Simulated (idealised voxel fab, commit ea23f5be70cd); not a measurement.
This is a process module. Its name is voxel ribs on slabs.
The cross-section shown here is cut; it is 165 nm wide and divided into square cells measuring 5 nm on a side.
A cross-section is written here as square cells arranged in a grid, and it is given in bands from the top down, each band taking up one or more rows of cells. First you get the band's top height and its bottom height, in nm, and then the materials it's made of, left to right, with each width in nm. If you see a single material with "throughout", that one covers the band edge to edge. "empty" is empty space. Basically, 0 is our baseline, since under it the wafer straight out of the box is all one material. The bottom band has no lower end and keeps on going down, so it looks like "0 -> down". When a width is written as two numbers, as in "30 to 40", the first number is the width in the top row of cells of the band and the second is the width in its bottom row, and the width changes by the same amount from each row to the next. "all unchanged", as given for a step, is the statement that not any cell of the cross-section underwent a change during that step. Any empty space of 8 cells or more lacking an open way to the top shows up in "Enclosed empty spaces" as width x height at distance, distance from the left edge, in nm. Note: text after step settings on the step line = simulator remark on that step. When a step includes a mask, the "overlay nm" setting on its line states how far to the right of its planned place that mask lay, and negative values state how far to the left.
**Process steps (planned)**
step 1: op RECEIVE | material Si
step 2: op DIRECTIONAL_DEP | material SiO2 | thk nm 20
step 3: op DIRECTIONAL_DEP | material SiN | thk nm 15
step 4: op PATTERN | tone cover | mask id RIB | material resist | width nm 15 | thk nm 20 | overlay nm 0
step 5: op DIRECTIONAL_ETCH | etch materials SiN | depth nm 5
step 6: op STRIP | etch materials resist
step 7: op MASKED_ETCH | tone cover | mask id SLAB | width nm 55 | etch materials SiN | depth nm 10 | overlay nm 0
step 8: op FILL_DEP | material SiO2 | thk nm 25
step 9: op CMP | height nm 55
step 10: op DIRECTIONAL_DEP | material TiN | thk nm 10
step 11: op DIRECTIONAL_DEP | material aC | thk nm 10
step 12: op PATTERN | tone cover | mask id HEATER | material resist | width nm 25 | thk nm 30 | overlay nm 0
step 13: op DIRECTIONAL_ETCH | etch materials aC | depth nm 10
step 14: op STRIP | etch materials resist
step 15: op DIRECTIONAL_ETCH | etch materials TiN | depth nm 10
step 16: op STRIP | etch materials aC
step 17: op CONFORMAL_DEP | material SiO2 | thk nm 10
**first wafer, as planned**
**Cross-section of the wafer at receipt, which is the condition after step 1**
0 -> down  Si throughout
Enclosed empty spaces: none
**Step 2 done - wafer cross-section**
20 -> 0  SiO2 throughout
Anything lower than 0 is untouched.
**Step 3 done - wafer cross-section**
35 -> 20  SiN throughout
Anything lower than 20 is untouched.
**Step 4 done - wafer cross-section**
55 -> 35  75 empty, 15 resist, 75 empty
Anything lower than 35 is untouched.
**Step 5 done - wafer cross-section**
55 -> 35  75 empty, 15 resist, 75 empty
35 -> 30  75 empty, 15 SiN, 75 empty
Anything lower than 30 is untouched.
**Step 6 done - wafer cross-section**
35 -> 30  75 empty, 15 SiN, 75 empty
Anything lower than 30 is untouched.
**Step 7 done - wafer cross-section**
35 -> 30  75 empty, 15 SiN, 75 empty
30 -> 20  55 empty, 55 SiN, 55 empty
Anything lower than 20 is untouched.
**Step 8 done - wafer cross-section**
60 -> 35  SiO2 throughout
35 -> 30  75 SiO2, 15 SiN, 75 SiO2
30 -> 20  55 SiO2, 55 SiN, 55 SiO2
Anything lower than 20 is untouched.
**Step 9 done - wafer cross-section**
55 -> 35  SiO2 throughout
Anything lower than 35 is untouched.
**Step 10 done - wafer cross-section**
65 -> 55  TiN throughout
Anything lower than 55 is untouched.
**Step 11 done - wafer cross-section**
75 -> 65  aC throughout
Anything lower than 65 is untouched.
**Step 12 done - wafer cross-section**
105 -> 75  70 empty, 25 resist, 70 empty
Anything lower than 75 is untouched.
**Step 13 done - wafer cross-section**
95 -> 75  70 empty, 25 resist, 70 empty
75 -> 65  70 empty, 25 aC, 70 empty
Anything lower than 65 is untouched.
**Step 14 done - wafer cross-section**
75 -> 65  70 empty, 25 aC, 70 empty
Anything lower than 65 is untouched.
**Step 15 done - wafer cross-section**
75 -> 65  70 empty, 25 aC, 70 empty
65 -> 55  70 empty, 25 TiN, 70 empty
Anything lower than 55 is untouched.
**Step 16 done - wafer cross-section**
65 -> 55  70 empty, 25 TiN, 70 empty
Anything lower than 55 is untouched.
**Step 17 done - wafer cross-section**
75 -> 65  60 empty, 45 SiO2, 60 empty
65 -> 55  70 SiO2, 25 TiN, 70 SiO2
Anything lower than 55 is untouched.
**The Second Wafer: Common Origin and Plan, One Mistake in Execution, Identical to the First Through Step 1**
**Second wafer cross-section, taken as of the time the plan sets for step 2 to be done**
30 -> 0  SiO2 throughout
Anything lower than 0 is untouched.
**Second wafer cross-section, taken as of the time the plan sets for step 3 to be done**
45 -> 30  SiN throughout
Anything lower than 30 is untouched.
**Second wafer cross-section, taken as of the time the plan sets for step 4 to be done**
65 -> 45  75 empty, 15 resist, 75 empty
Anything lower than 45 is untouched.
**Second wafer cross-section, taken as of the time the plan sets for step 5 to be done**
65 -> 45  75 empty, 15 resist, 75 empty
45 -> 40  75 empty, 15 SiN, 75 empty
Anything lower than 40 is untouched.
**Second wafer cross-section, taken as of the time the plan sets for step 6 to be done**
45 -> 40  75 empty, 15 SiN, 75 empty
Anything lower than 40 is untouched.
**Second wafer cross-section, taken as of the time the plan sets for step 7 to be done**
45 -> 40  75 empty, 15 SiN, 75 empty
40 -> 30  55 empty, 55 SiN, 55 empty
Anything lower than 30 is untouched.
**Second wafer cross-section, taken as of the time the plan sets for step 8 to be done**
70 -> 45  SiO2 throughout
45 -> 40  75 SiO2, 15 SiN, 75 SiO2
40 -> 30  55 SiO2, 55 SiN, 55 SiO2
Anything lower than 30 is untouched.
**Second wafer cross-section, taken as of the time the plan sets for step 9 to be done**
55 -> 45  SiO2 throughout
Anything lower than 45 is untouched.
**Second wafer cross-section, taken as of the time the plan sets for step 10 to be done**
65 -> 55  TiN throughout
Anything lower than 55 is untouched.
**Second wafer cross-section, taken as of the time the plan sets for step 11 to be done**
75 -> 65  aC throughout
Anything lower than 65 is untouched.
**Second wafer cross-section, taken as of the time the plan sets for step 12 to be done**
105 -> 75  70 empty, 25 resist, 70 empty
Anything lower than 75 is untouched.
**Second wafer cross-section, taken as of the time the plan sets for step 13 to be done**
95 -> 75  70 empty, 25 resist, 70 empty
75 -> 65  70 empty, 25 aC, 70 empty
Anything lower than 65 is untouched.
**Second wafer cross-section, taken as of the time the plan sets for step 14 to be done**
75 -> 65  70 empty, 25 aC, 70 empty
Anything lower than 65 is untouched.
**Second wafer cross-section, taken as of the time the plan sets for step 15 to be done**
75 -> 65  70 empty, 25 aC, 70 empty
65 -> 55  70 empty, 25 TiN, 70 empty
Anything lower than 55 is untouched.
**Second wafer cross-section, taken as of the time the plan sets for step 16 to be done**
65 -> 55  70 empty, 25 TiN, 70 empty
Anything lower than 55 is untouched.
**Second wafer cross-section, taken as of the time the plan sets for step 17 to be done**
75 -> 65  60 empty, 45 SiO2, 60 empty
65 -> 55  70 SiO2, 25 TiN, 70 SiO2
Anything lower than 55 is untouched.
Against the plan, the run slipped here: step 2 changed vs plan, executed as op DIRECTIONAL_DEP | material SiO2 | thk nm 30
Upon completion, the cell count for each material on the second wafer equals that on the first, whereas the spatial distribution of those cells differs.
